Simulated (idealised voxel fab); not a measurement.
process module | voxel self aligned vias
cross-section cut | 140 nm wide | cells 5 nm
A cross-section is a grid of square cells, given in bands from the top down. A band is one or more rows of cells.
Each band's line starts with the height of the band's top and of its bottom, in nm. Then come its materials from left to right, each with its width in nm. One material with "throughout" fills the band from edge to edge. "air" is empty space.
Height 0 is the level under which the wafer as received is all one material. The lowest band goes on downwards, as in "0 down".
A width such as "30 to 40" changes by the same amount from each row of cells to the next, from the band's top row to its bottom row.
"no change" after a step means that no cell of the cross-section changed.
closed voids: empty space of 8 cells or more with no open way to the top, each as width x height at its distance from the left edge, in nm
after a step's settings: what the simulator itself notes on the step
overlay nm, on a step with a mask: how far to the right of its planned place the mask lay; to the left if negative
plan
1 op RECEIVE | material Si
2 op CONFORMAL_DEP | material SiO2 | thk nm 10
3 op CONFORMAL_DEP | material SiCN | thk nm 5
4 op DIRECTIONAL_DEP | material lowk | thk nm 20
5 op MASKED_ETCH | tone open | mask id LINES | width nm 30 | pitch nm 70 | etch materials lowk | depth nm 20 | overlay nm 0
6 op CONFORMAL_DEP | material TiN | thk nm 5
7 op FILL_DEP | material Ru | thk nm 5
8 op CMP | height nm 35
9 op SELECTIVE_ETCH | etch materials W Ru TiN | depth nm 5
10 op FILL_DEP | material SiN | thk nm 10
11 op CMP | height nm 35
12 op DIRECTIONAL_DEP | material lowk | thk nm 20
13 op PATTERN | tone open | mask id VIAS | material resist | width nm 40 | thk nm 20 | overlay nm 0
14 op DIRECTIONAL_ETCH | etch materials lowk | depth nm 20
15 op DIRECTIONAL_ETCH | etch materials SiN | depth nm 5
16 op STRIP | etch materials resist
17 op CONFORMAL_DEP | material TiN | thk nm 5
18 op FILL_DEP | material Cu | thk nm 10
19 op CMP | height nm 55
20 op CONFORMAL_DEP | material SiCN | thk nm 5
as received, after step 1
  0 down: Si throughout
  closed voids: none
a wafer at the end: this start, this plan, one mistake
  60 to 55: SiCN throughout
  55 to 40: lowk 25 | TiN 5 | Cu 30 | TiN 5 | lowk 75
  40 to 35: lowk 25 | TiN 5 | Cu 15 | TiN 20 | lowk 75
  35 to 30: lowk 20 | SiN 5 | TiN 25 | lowk 40 | SiN 30 | lowk 20
  30 to 20: lowk 20 | TiN 5 | Ru 20 | TiN 5 | lowk 40 | TiN 5 | Ru 20 | TiN 5 | lowk 20
  20 to 15: lowk 20 | TiN 30 | lowk 40 | TiN 30 | lowk 20
  15 to 10: SiCN throughout
  10 to 0: SiO2 throughout
  0 down: Si throughout
  closed voids: none
what went wrong: step 13 ran as: op PATTERN | tone open | mask id VIAS | material resist | width nm 40 | thk nm 20 | overlay nm 10
